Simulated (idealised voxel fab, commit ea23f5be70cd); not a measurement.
Process module under the name voxel trench capacitor
The cross-section shown here is cut; it is 140 nm wide and divided into square cells measuring 5 nm on a side.
Cross-section format: a grid of square cells, given as bands from top to bottom; each band is one or more rows of cells.
For a band, the entry starts with two heights in nm, that of the top and then that of the bottom, and carries on with the band's materials in order from left to right, each alongside its width in nm; the word "all across" beside a single material means it fills the band edge to edge, and "empty" means empty space.
All heights in this document are referenced to 0, defined as the level beneath which the wafer, as received, consists entirely of one material. The lowest band is not bounded below; it extends indefinitely downward and is written in the form "0 nm and below".
When a width is written as two numbers, as in "30->40", the first number is the width in the top row of cells of the band and the second is the width in its bottom row, and the width changes by the same amount from each row to the next.
A step reported as "remains unaltered" is a step in which no cell of the cross-section changed.
Each empty space that has no open way to the top and spans at least 8 cells appears under "Sealed voids" as width x height at distance, the distance counted from the left edge, all in nm.
On each step's line, the part that comes after the settings is the simulator's own comment on the step.
overlay nm: where the mask lay relative to plan, measured to the right, on steps with a mask; negatives go left.

LIST OF PLANNED PROCESS STEPS
1) RECEIVE, material Si
2) CONFORMAL_DEP, material SiN, thk nm 10
3) DIRECTIONAL_DEP, material aC, thk nm 10
4) PATTERN, tone open, mask id TRENCH, material resist, width nm 15, pitch nm 35, thk nm 25, overlay nm 0
5) DIRECTIONAL_ETCH, etch materials aC, depth nm 10
6) STRIP, etch materials resist
7) DIRECTIONAL_ETCH, etch materials SiN, depth nm 10
8) DIRECTIONAL_ETCH, etch materials Si, depth nm 25
9) STRIP, etch materials aC
10) CONFORMAL_DEP, material SiO2, thk nm 5
11) FILL_DEP, material polySi, thk nm 10
12) CMP, height nm 10

HERE'S WHAT THE WAFER LOOKED LIKE IN CROSS-SECTION WHEN IT ARRIVED - THAT'S AFTER STEP 1
	0 nm and below = Si all across
	Sealed voids: none

STARTING STRUCTURE AND PROCESS PLAN ARE AS SHOWN ABOVE, BUT ONE MISTAKE WAS MADE IN RUNNING THE MODULE; THE WAFER CROSS-SECTION AT THE END OF THE MODULE FOLLOWS
	10 nm to 0 nm = polySi: 20; SiO2: 5; SiN: 15; SiO2: 5; polySi: 10; SiO2: 5; SiN: 15; SiO2: 5; polySi: 10; SiO2: 5; SiN: 15; SiO2: 5; polySi: 25
	0 nm to -20 nm = polySi: 20; SiO2: 5; Si: 15; SiO2: 5; polySi: 10; SiO2: 5; Si: 15; SiO2: 5; polySi: 10; SiO2: 5; Si: 15; SiO2: 5; polySi: 25
	-20 nm to -25 nm = SiO2: 25; Si: 15; SiO2: 20; Si: 15; SiO2: 20; Si: 15; SiO2: 30
	-25 nm and below = Si all across
	Sealed voids: none
Deviation noted in wafer processing: step 4 was processed under conditions differing from the plan, specifically as PATTERN, tone cover, mask id TRENCH, material resist, width nm 15, pitch nm 35, thk nm 25, overlay nm 0
